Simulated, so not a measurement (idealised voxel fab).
Documented hereafter: the process module known as voxel capacitor over wiring.
FYI the section here is cut, 245 nm wide, cells are 5 nm squares.
When this document writes out a cross-section, it uses a grid of square cells and lists it as bands, beginning at the top and moving down, with a band standing for one or more rows of cells. What a band's entry tells you: where the top is and where the bottom is, as heights in nm, and after that what lies inside, material by material from left to right, each with its width in nm. Empty space is written as the word "air", and a single material marked with the word "edge to edge" occupies the band from edge to edge. Heads up on the height convention: 0 is the point under which the incoming wafer is all one material, and the lowest band has no bottom, it just keeps going down, like "top 0, no bottom". A two-number width, for instance "30->40", indicates that the width is equal to the first number in the top row of the band and to the second number in the bottom row, and that it changes by a constant amount per row of cells. It should be understood that the words "nothing was modified", when stated for a given step, signify that the cross-section underwent no change in any of its cells during that step. Each empty space that has no open way to the top and spans at least 8 cells appears under "Trapped void list" as width x height at distance, the distance counted from the left edge, all in nm. If you see something after the settings on a step's line, that's the simulator's own remark about that step. "overlay nm" on a masked step: distance the mask lay right of its planned place, negative for left.

### Intended process steps
1,RECEIVE with material Si
2,CONFORMAL_DEP with material SiO2, thk nm 15
3,DIRECTIONAL_DEP with material TiN, thk nm 5
4,DIRECTIONAL_DEP with material W, thk nm 15
5,MASKED_ETCH with tone cover, mask id METAL_1, width nm 20, pitch nm 85, etch materials W, depth nm 15, overlay nm 0
6,MASKED_ETCH with tone cover, mask id METAL_1, width nm 20, pitch nm 85, etch materials TiN, depth nm 5, overlay nm 0
7,CONFORMAL_DEP with material SiN, thk nm 5
8,FILL_DEP with material lowk, thk nm 10
9,CMP with height nm 35
10,CONFORMAL_DEP with material SiCN, thk nm 5
11,DIRECTIONAL_DEP with material lowk, thk nm 20
12,MASKED_ETCH with tone open, mask id PLUG_1, width nm 15, etch materials lowk, depth nm 20, overlay nm 0
13,MASKED_ETCH with tone open, mask id PLUG_1, width nm 15, etch materials SiCN, depth nm 5, overlay nm 0
14,EPI with material Ru, thk nm 10
15,EPI with material Ru, thk nm 10
16,EPI with material Ru, thk nm 5
17,DIRECTIONAL_DEP with material TiN, thk nm 5
18,DIRECTIONAL_DEP with material Al2O3, thk nm 5
19,DIRECTIONAL_DEP with material TiN, thk nm 5
20,PATTERN with tone cover, mask id UPPER_PLATE, material resist, width nm 70, thk nm 15, overlay nm 0
21,DIRECTIONAL_ETCH with etch materials TiN, depth nm 5
22,DIRECTIONAL_ETCH with etch materials Al2O3, depth nm 5
23,STRIP with etch materials resist
24,PATTERN with tone cover, mask id LOWER_PLATE, material resist, width nm 80, thk nm 20, overlay nm 0
25,DIRECTIONAL_ETCH with etch materials TiN, depth nm 5
26,STRIP with etch materials resist
27,FILL_DEP with material SiO2, thk nm 20
28,CMP with height nm 90
29,MASKED_ETCH with tone open, mask id PLUG_2, width nm 15, etch materials SiO2, depth nm 15, overlay nm 0
30,CONFORMAL_DEP with material TiN, thk nm 5
31,FILL_DEP with material Ru, thk nm 10
32,CMP with height nm 90
33,CONFORMAL_DEP with material SiN, thk nm 5

### On the first of the two wafers: run conducted according to plan

### Here's what the wafer looked like in cross-section when it arrived - that's after step 1
  top 0, no bottom | Si edge to edge
  Trapped void list: none

### Cross-section of the wafer after step 2
  top 15, bottom 0 | SiO2 edge to edge
  Lower than 0, everything is as it was.

### Cross-section of the wafer after step 3
  top 20, bottom 15 | TiN edge to edge
  Lower than 15, everything is as it was.

### Cross-section of the wafer after step 4
  top 35, bottom 20 | W edge to edge
  Lower than 20, everything is as it was.

### Cross-section of the wafer after step 5
  top 35, bottom 20 | air=70 / W=20 / air=65 / W=20 / air=70
  Lower than 20, everything is as it was.

### Cross-section of the wafer after step 6
  top 35, bottom 20 | air=70 / W=20 / air=65 / W=20 / air=70
  top 20, bottom 15 | air=70 / TiN=20 / air=65 / TiN=20 / air=70
  Lower than 15, everything is as it was.

### Cross-section of the wafer after step 7
  top 40, bottom 35 | air=65 / SiN=30 / air=55 / SiN=30 / air=65
  top 35, bottom 20 | air=65 / SiN=5 / W=20 / SiN=5 / air=55 / SiN=5 / W=20 / SiN=5 / air=65
  top 20, bottom 15 | SiN=70 / TiN=20 / SiN=65 / TiN=20 / SiN=70
  Lower than 15, everything is as it was.

### Cross-section of the wafer after step 8
  top 50, bottom 40 | lowk edge to edge
  top 40, bottom 35 | lowk=65 / SiN=30 / lowk=55 / SiN=30 / lowk=65
  top 35, bottom 20 | lowk=65 / SiN=5 / W=20 / SiN=5 / lowk=55 / SiN=5 / W=20 / SiN=5 / lowk=65
  Lower than 20, everything is as it was.

### Cross-section of the wafer after step 9
  top 35, bottom 20 | lowk=65 / SiN=5 / W=20 / SiN=5 / lowk=55 / SiN=5 / W=20 / SiN=5 / lowk=65
  Lower than 20, everything is as it was.

### Cross-section of the wafer after step 10
  top 40, bottom 35 | SiCN edge to edge
  Lower than 35, everything is as it was.

### Cross-section of the wafer after step 11
  top 60, bottom 40 | lowk edge to edge
  Lower than 40, everything is as it was.

### Cross-section of the wafer after step 12
  top 60, bottom 40 | lowk=75 / air=15 / lowk=155
  Lower than 40, everything is as it was.

### Cross-section of the wafer after step 13
  top 60, bottom 40 | lowk=75 / air=15 / lowk=155
  top 40, bottom 35 | SiCN=75 / air=15 / SiCN=155
  Lower than 35, everything is as it was.

### Cross-section of the wafer after step 14
  top 60, bottom 45 | lowk=75 / air=15 / lowk=155
  top 45, bottom 40 | lowk=75 / Ru=15 / lowk=155
  top 40, bottom 35 | SiCN=75 / Ru=15 / SiCN=155
  Lower than 35, everything is as it was.

### Cross-section of the wafer after step 15
  top 60, bottom 55 | lowk=75 / air=15 / lowk=155
  top 55, bottom 40 | lowk=75 / Ru=15 / lowk=155
  Lower than 40, everything is as it was.

### Cross-section of the wafer after step 16
  top 60, bottom 40 | lowk=75 / Ru=15 / lowk=155
  Lower than 40, everything is as it was.

### Cross-section of the wafer after step 17
  top 65, bottom 60 | TiN edge to edge
  Lower than 60, everything is as it was.

### Cross-section of the wafer after step 18
  top 70, bottom 65 | Al2O3 edge to edge
  Lower than 65, everything is as it was.

### Cross-section of the wafer after step 19
  top 75, bottom 70 | TiN edge to edge
  Lower than 70, everything is as it was.

### Cross-section of the wafer after step 20
  top 90, bottom 75 | air=75 / resist=70 / air=100
  Lower than 75, everything is as it was.

### Cross-section of the wafer after step 21
  top 90, bottom 75 | air=75 / resist=70 / air=100
  top 75, bottom 70 | air=75 / TiN=70 / air=100
  Lower than 70, everything is as it was.

### Cross-section of the wafer after step 22
  top 90, bottom 75 | air=75 / resist=70 / air=100
  top 75, bottom 70 | air=75 / TiN=70 / air=100
  top 70, bottom 65 | air=75 / Al2O3=70 / air=100
  Lower than 65, everything is as it was.

### Cross-section of the wafer after step 23
  top 75, bottom 70 | air=75 / TiN=70 / air=100
  Lower than 70, everything is as it was.

### Cross-section of the wafer after step 24
  top 95, bottom 75 | air=70 / resist=80 / air=95
  top 75, bottom 70 | air=70 / resist=5 / TiN=70 / resist=5 / air=95
  top 70, bottom 65 | air=70 / resist=5 / Al2O3=70 / resist=5 / air=95
  Lower than 65, everything is as it was.

### Cross-section of the wafer after step 25
  top 95, bottom 75 | air=70 / resist=80 / air=95
  top 75, bottom 70 | air=70 / resist=5 / TiN=70 / resist=5 / air=95
  top 70, bottom 65 | air=70 / resist=5 / Al2O3=70 / resist=5 / air=95
  top 65, bottom 60 | air=70 / TiN=80 / air=95
  Lower than 60, everything is as it was.

### Cross-section of the wafer after step 26
  top 75, bottom 70 | air=75 / TiN=70 / air=100
  top 70, bottom 65 | air=75 / Al2O3=70 / air=100
  Lower than 65, everything is as it was.

### Cross-section of the wafer after step 27
  top 95, bottom 75 | SiO2 edge to edge
  top 75, bottom 70 | SiO2=75 / TiN=70 / SiO2=100
  top 70, bottom 65 | SiO2=75 / Al2O3=70 / SiO2=100
  top 65, bottom 60 | SiO2=70 / TiN=80 / SiO2=95
  Lower than 60, everything is as it was.

### Cross-section of the wafer after step 28
  top 90, bottom 75 | SiO2 edge to edge
  Lower than 75, everything is as it was.

### Cross-section of the wafer after step 29
  top 90, bottom 75 | SiO2=85 / air=15 / SiO2=145
  Lower than 75, everything is as it was.

### Cross-section of the wafer after step 30
  top 95, bottom 90 | TiN=90 / air=5 / TiN=150
  top 90, bottom 80 | SiO2=85 / TiN=5 / air=5 / TiN=5 / SiO2=145
  top 80, bottom 70 | SiO2=85->75 / TiN=15->70 / SiO2=145->100
  Lower than 70, everything is as it was.

### Cross-section of the wafer after step 31
  top 105, bottom 95 | Ru edge to edge
  top 95, bottom 90 | TiN=90 / Ru=5 / TiN=150
  top 90, bottom 80 | SiO2=85 / TiN=5 / Ru=5 / TiN=5 / SiO2=145
  Lower than 80, everything is as it was.

### Cross-section of the wafer after step 32
  top 90, bottom 80 | SiO2=85 / TiN=5 / Ru=5 / TiN=5 / SiO2=145
  Lower than 80, everything is as it was.

### Cross-section of the wafer after step 33
  top 95, bottom 90 | SiN edge to edge
  Lower than 90, everything is as it was.

### Second of two: same start, same plan, one run error; steps up to and including 28 match the first

### Cross-section, second wafer, at the end time the plan gives for step 29
  top 90, bottom 75 | air=85 / SiO2=15 / air=145
  Lower than 75, everything is as it was.

### Cross-section, second wafer, at the end time the plan gives for step 30
  top 95, bottom 90 | air=80 / TiN=25 / air=140
  top 90, bottom 80 | air=80 / TiN=5 / SiO2=15 / TiN=5 / air=140
  top 80, bottom 75 | TiN=85 / SiO2=15 / TiN=145
  Lower than 75, everything is as it was.

### Cross-section, second wafer, at the end time the plan gives for step 31
  top 105, bottom 95 | Ru edge to edge
  top 95, bottom 90 | Ru=80 / TiN=25 / Ru=140
  top 90, bottom 80 | Ru=80 / TiN=5 / SiO2=15 / TiN=5 / Ru=140
  Lower than 80, everything is as it was.

### Cross-section, second wafer, at the end time the plan gives for step 32
  top 90, bottom 80 | Ru=80 / TiN=5 / SiO2=15 / TiN=5 / Ru=140
  Lower than 80, everything is as it was.

### Cross-section, second wafer, at the end time the plan gives for step 33
  top 95, bottom 90 | SiN edge to edge
  Lower than 90, everything is as it was.
Short version of what went wrong: step 29 was not run as planned; what actually ran was MASKED_ETCH with tone cover, mask id PLUG_2, width nm 15, etch materials SiO2, depth nm 15, overlay nm 0
Final difference in cells, second wafer against first, listed per material as more or fewer: 86 more of Ru | 129 fewer of SiO2 | 43 more of TiN
